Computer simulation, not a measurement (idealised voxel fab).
This is a process module. Its name is voxel plated lines.
For reference, the cross-section in this document is cut, with width 235 nm and square cells of 5 nm.
A cross-section in this document is a grid of square cells, and it is written down as bands, the top band listed before the ones below it; a band is made up of one or more rows of cells. Heights first: top, then bottom, in nm. Then materials, left to right, each with a width in nm. "edge to edge" on a single material: fills the band edge to edge. "blank": empty space. It should be noted that heights are counted from 0, beneath which the wafer as supplied is of one material throughout, and that the lowest band possesses no lower boundary but continues downward, as written in "from 0 down". The width entry "30 to 40" should be interpreted row by row: the top row of cells in the band takes the first number, the bottom row takes the second number, and the change between adjacent rows is uniform throughout. "nothing got changed" means the step left every cell of the cross-section as it was. For the entry "closed voids", the listed items are empty spaces with no open way to the top whose size is 8 cells or more; each item follows the pattern width x height at distance, where distance is from the left edge and all three are in nm. Formally, on a step line, whatever follows the settings is a remark that the simulator itself makes on the step. On any step carrying a mask, the "overlay nm" setting, if present on the step's line, tells how far right of its planned place the mask lay; negative values point to the left.
**The steps planned for the process are as follows**
step 1: op RECEIVE | material Si
step 2: op CONFORMAL_DEP | material Al2O3 | thk nm 5
step 3: op DIRECTIONAL_DEP | material TiN | thk nm 5
step 4: op PATTERN | tone open | mask id LINES | material resist | width nm 25 | pitch nm 55 | thk nm 30 | overlay nm 0
step 5: op EPI | material Ru | thk nm 5
step 6: op EPI | material Ru | thk nm 5
step 7: op STRIP | etch materials resist
step 8: op DIRECTIONAL_ETCH | etch materials TiN | depth nm 5
step 9: op CONFORMAL_DEP | material SiN | thk nm 10
**Wafer cross-section on receipt, i.e. after step 1**
    from 0 down  Si edge to edge
    closed voids: none
**Cross-sectional image of the first of two wafers at the end of the module, the run having proceeded as planned**
    from 30 to 20  blank: 10 / SiN: 45 / blank: 10 / SiN: 45 / blank: 10 / SiN: 45 / blank: 10 / SiN: 45 / blank: 15
    from 20 to 15  blank: 10 / SiN: 10 / Ru: 25 / SiN: 10 / blank: 10 / SiN: 10 / Ru: 25 / SiN: 10 / blank: 10 / SiN: 10 / Ru: 25 / SiN: 10 / blank: 10 / SiN: 10 / Ru: 25 / SiN: 10 / blank: 15
    from 15 to 10  SiN: 20 / Ru: 25 / SiN: 30 / Ru: 25 / SiN: 30 / Ru: 25 / SiN: 30 / Ru: 25 / SiN: 25
    from 10 to 5  SiN: 20 / TiN: 25 / SiN: 30 / TiN: 25 / SiN: 30 / TiN: 25 / SiN: 30 / TiN: 25 / SiN: 25
    from 5 to 0  Al2O3 edge to edge
    from 0 down  Si edge to edge
    closed voids: none
**End-of-module cross-section of the second wafer: identical starting point and process plan to the first, with one processing mistake**
    from 30 to 20  blank: 5 / SiN: 220 / blank: 10
    from 20 to 15  blank: 5 / SiN: 10 / Ru: 35 / SiN: 20 / Ru: 35 / SiN: 20 / Ru: 35 / SiN: 20 / Ru: 35 / SiN: 10 / blank: 10
    from 15 to 10  SiN: 15 / Ru: 35 / SiN: 20 / Ru: 35 / SiN: 20 / Ru: 35 / SiN: 20 / Ru: 35 / SiN: 20
    from 10 to 5  SiN: 15 / TiN: 35 / SiN: 20 / TiN: 35 / SiN: 20 / TiN: 35 / SiN: 20 / TiN: 35 / SiN: 20
    from 5 to 0  Al2O3 edge to edge
    from 0 down  Si edge to edge
    closed voids: none
Heads up, the wafer didn't run the way we planned it: step 4 was run on a setting that differed from the plan, and what really ran there is op PATTERN | tone open | mask id LINES | material resist | width nm 35 | pitch nm 55 | thk nm 30 | overlay nm 0
Final cells, second wafer relative to first, materials higher or lower: 16 more of Ru; 8 more of TiN
